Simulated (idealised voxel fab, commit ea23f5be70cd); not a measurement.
You're looking at the process module voxel local oxidation.
For reference, the cross-section in this document is cut, with width 270 nm and square cells of 5 nm.
Each cross-section below is a grid of square cells, stated as bands in top-down order, with one or more rows of cells making up each band. Top, bottom (nm), then materials left to right with widths (nm); lone material tagged "edge to edge" fills the whole band edge to edge; "blank" = empty space. All heights in this document are referenced to 0, defined as the level beneath which the wafer, as received, consists entirely of one material. The lowest band is not bounded below; it extends indefinitely downward and is written in the form "0 and below". Think of "30 to 40" as a width that walks from the first number to the second as you go down the band, top row to bottom row, taking equal-sized steps from row to row. Reading "same as before" for a step: not a cell of the cross-section changed in it. The entry "Voids lacking openings" lists the empty spaces that cover at least 8 cells and have no open path to the top. Each is written as width x height at distance, where the distance is measured from the left edge and all three values are in nm. If you see something after the settings on a step's line, that's the simulator's own remark about that step. "overlay nm", when on a step's line for a step with a mask, measures how far to the right of its planned place the mask lay; a negative measure means to the left.
### Process steps (planned)
1: RECEIVE with material Si
2: OXIDIZE with depth nm 5
3: CONFORMAL_DEP with material SiN, thk nm 10
4: MASKED_ETCH with tone cover, mask id ACTIVE, width nm 100, etch materials SiN, depth nm 10, overlay nm 0
5: SELECTIVE_ETCH with etch materials SiO2, depth nm 5
6: OXIDIZE with depth nm 15
7: STRIP with etch materials SiN
The plan's step 5 depth nm is the first wafer's value; the wafers differ in this setting and start identical.
### Cross-section: the first of several wafers in its as-received state, i.e. following step 1
0 and below  Si edge to edge
Voids lacking openings: none
### Cross-section, first of several wafers, end of module, after last step 7
0 down to -5  blank 90 / SiO2 90 / blank 90
-5 down to -20  SiO2 105 / Si 60 / SiO2 105
-20 and below  Si edge to edge
Voids lacking openings: none
### X-section, last wafer, module end
0 down to -5  blank 105 / SiO2 60 / blank 105
-5 down to -20  SiO2 120 / Si 30 / SiO2 120
-20 and below  Si edge to edge
Voids lacking openings: none
### The table below has one row for each wafer; a row shows, as of the end of the module, how many cells of each material the wafer has gained, marked (+), or lost, marked (-), since it was received, and then the wafer's closed voids
depth nm 5; -180 Si; +144 SiO2; Voids lacking openings: none
depth nm 10; -186 Si; +148 SiO2; Voids lacking openings: none
depth nm 15; -192 Si; +152 SiO2; Voids lacking openings: none
depth nm 20; -198 Si; +156 SiO2; Voids lacking openings: none
